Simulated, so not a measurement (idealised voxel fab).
Herein follows the process module entitled voxel wiring stack.
Cross-sectional view cut (width: 195 nm; square cell size: 5 nm).
Just so we're on the same page, the cross-sections are grids of square cells, and they're listed out in bands top to bottom, each band one or more rows deep. Band entry format. Leading values: height of top, height of bottom, nm. Remainder: materials in left-to-right order, each with its width in nm. Special words: "full width" on a single material, which then fills the band edge to edge; "empty", empty space. The level at which height equals 0 is the one under which the wafer, as it arrives, is entirely one material. No lower edge exists for the bottom band, which continues downward and is notated as in "0 down". Read "30->40" as a graded width: first number on top, second number at the bottom, same change between each pair of neighbouring rows. "remains unaltered" (step): cross-section cells unchanged, all of them. The label "Unvented cavities" introduces a list of the empty spaces, 8 cells or larger, that have no open way up to the top; each entry in it reads width x height at distance, where the distance is taken from the left edge and all three are stated in nm. after a step's settings: what the simulator itself notes on the step. overlay nm: mask right of planned place by this much (step with mask). Neg. = left.
Intended process steps
- 1: RECEIVE [material Si]
- 2: CONFORMAL_DEP [material SiO2] [thk nm 15]
- 3: CONFORMAL_DEP [material SiN] [thk nm 5]
- 4: DIRECTIONAL_DEP [material lowk] [thk nm 15]
- 5: PATTERN [tone open] [mask id METAL_1] [material resist] [width nm 30] [pitch nm 45] [thk nm 15] [overlay nm 0]
- 6: DIRECTIONAL_ETCH [etch materials lowk] [depth nm 15]
- 7: DIRECTIONAL_ETCH [etch materials SiN] [depth nm 5]
- 8: STRIP [etch materials resist]
- 9: CONFORMAL_DEP [material TiN] [thk nm 5]
- 10: FILL_DEP [material Cu] [thk nm 10]
- 11: CMP [height nm 35]
- 12: EPI [material Ru] [thk nm 5]
- 13: FILL_DEP [material SiCN] [thk nm 5]
- 14: DIRECTIONAL_DEP [material lowk] [thk nm 15]
- 15: PATTERN [tone open] [mask id PLUG_1] [material resist] [width nm 15] [pitch nm 45] [thk nm 15] [overlay nm 0]
- 16: DIRECTIONAL_ETCH [etch materials lowk] [depth nm 15]
- 17: DIRECTIONAL_ETCH [etch materials SiCN] [depth nm 5]
- 18: STRIP [etch materials resist]
- 19: EPI [material Ru] [thk nm 10]
- 20: EPI [material Ru] [thk nm 10]
- 21: DIRECTIONAL_DEP [material TiN] [thk nm 5]
- 22: DIRECTIONAL_DEP [material Ru] [thk nm 20]
- 23: MASKED_ETCH [tone cover] [mask id METAL_2] [width nm 30] [pitch nm 45] [etch materials Ru] [depth nm 20] [overlay nm 0]
- 24: MASKED_ETCH [tone cover] [mask id METAL_2] [width nm 30] [pitch nm 45] [etch materials TiN] [depth nm 5] [overlay nm 0]
- 25: FILL_DEP [material SiO2] [thk nm 5]
- 26: CMP [height nm 85]
- 27: CONFORMAL_DEP [material SiCN] [thk nm 5]
- 28: DIRECTIONAL_DEP [material SiO2] [thk nm 30]
- 29: PATTERN [tone open] [mask id METAL_3] [material resist] [width nm 30] [pitch nm 45] [thk nm 15] [overlay nm 0]
- 30: DIRECTIONAL_ETCH [etch materials SiO2] [depth nm 20]
- 31: STRIP [etch materials resist]
- 32: PATTERN [tone open] [mask id METAL_3_HOLES] [material resist] [width nm 15] [pitch nm 90] [thk nm 15] [overlay nm 0]
- 33: DIRECTIONAL_ETCH [etch materials SiO2] [depth nm 10]
- 34: DIRECTIONAL_ETCH [etch materials SiCN] [depth nm 5]
- 35: STRIP [etch materials resist]
- 36: CONFORMAL_DEP [material TiN] [thk nm 5]
- 37: FILL_DEP [material Cu] [thk nm 10]
- 38: CMP [height nm 120]
- 39: CONFORMAL_DEP [material SiCN] [thk nm 5]
Incoming wafer, cross-sectional view, post step 1
	0 down  Si full width
	Unvented cavities: none
Cross-sectional view of the first of the two wafers upon completion of the module, processed in accordance with the plan
	125 to 120  SiCN full width
	120 to 105  SiO2 15  TiN 5  Cu 20  TiN 5  SiO2 15  TiN 5  Cu 20  TiN 5  SiO2 15  TiN 5  Cu 20  TiN 5  SiO2 15  TiN 5  Cu 20  TiN 5  SiO2 15
	105 to 100  SiO2 15  TiN 5  Cu 5  TiN 20  SiO2 15  TiN 30  SiO2 15  TiN 5  Cu 5  TiN 20  SiO2 15  TiN 30  SiO2 15
	100 to 90  SiO2 15  TiN 5  Cu 5  TiN 5  SiO2 75  TiN 5  Cu 5  TiN 5  SiO2 75
	90 to 85  SiCN 15  TiN 15  SiCN 75  TiN 15  SiCN 75
	85 to 65  SiO2 15  Ru 30  SiO2 15  Ru 30  SiO2 15  Ru 30  SiO2 15  Ru 30  SiO2 15
	65 to 60  SiO2 15  TiN 30  SiO2 15  TiN 30  SiO2 15  TiN 30  SiO2 15  TiN 30  SiO2 15
	60 to 45  lowk 15  Ru 15  lowk 30  Ru 15  lowk 30  Ru 15  lowk 30  Ru 15  lowk 30
	45 to 35  SiCN 15->10  Ru 15->40  SiCN 30->5  Ru 15->40  SiCN 30->5  Ru 15->40  SiCN 30->5  Ru 15->40  SiCN 30->10
	35 to 20  lowk 15  TiN 5  Cu 20  TiN 5  lowk 15  TiN 5  Cu 20  TiN 5  lowk 15  TiN 5  Cu 20  TiN 5  lowk 15  TiN 5  Cu 20  TiN 5  lowk 15
	20 to 15  SiN 15  TiN 30  SiN 15  TiN 30  SiN 15  TiN 30  SiN 15  TiN 30  SiN 15
	15 to 0  SiO2 full width
	0 down  Si full width
	Unvented cavities: none
Same start, same plan as the first wafer - but one mistake in the run. Cross-section of the second of the two at the end of the module
	125 to 120  SiCN full width
	120 to 105  SiO2 15  TiN 5  Cu 20  TiN 5  SiO2 15  TiN 5  Cu 20  TiN 5  SiO2 15  TiN 5  Cu 20  TiN 5  SiO2 15  TiN 5  Cu 20  TiN 5  SiO2 15
	105 to 100  SiO2 15  TiN 5  Cu 5  TiN 20  SiO2 15  TiN 30  SiO2 15  TiN 5  Cu 5  TiN 20  SiO2 15  TiN 30  SiO2 15
	100 to 90  SiO2 15  TiN 5  Cu 5  TiN 5  SiO2 75  TiN 5  Cu 5  TiN 5  SiO2 75
	90 to 85  SiCN 15  TiN 15  SiCN 75  TiN 15  SiCN 75
	85 to 65  SiO2 15  Ru 30  SiO2 15  Ru 30  SiO2 15  Ru 30  SiO2 15  Ru 30  SiO2 15
	65 to 60  SiO2 15  TiN 30  SiO2 15  TiN 30  SiO2 15  TiN 30  SiO2 15  TiN 30  SiO2 15
	60 to 45  lowk 15  Ru 15  lowk 30  Ru 15  lowk 30  Ru 15  lowk 30  Ru 15  lowk 30
	45 to 40  SiCN 15  Ru 15  SiCN 30  Ru 15  SiCN 30  Ru 15  SiCN 30  Ru 15  SiCN 30
	40 to 35  Ru full width
	35 to 30  TiN 20  Cu 20  TiN 25  Cu 20  TiN 25  Cu 20  TiN 25  Cu 20  TiN 20
	30 to 20  lowk 15  TiN 5  Cu 20  TiN 5  lowk 15  TiN 5  Cu 20  TiN 5  lowk 15  TiN 5  Cu 20  TiN 5  lowk 15  TiN 5  Cu 20  TiN 5  lowk 15
	20 to 15  lowk 15  TiN 30  lowk 15  TiN 30  lowk 15  TiN 30  lowk 15  TiN 30  lowk 15
	15 to 0  SiO2 full width
	0 down  Si full width
	Unvented cavities: none
Misprocessing identified: step 3 of the plan was omitted and not executed
Final tally in cells, some materials are higher or lower on the second wafer than on the first: +7 Ru; -7 SiCN; -15 SiN; +15 TiN
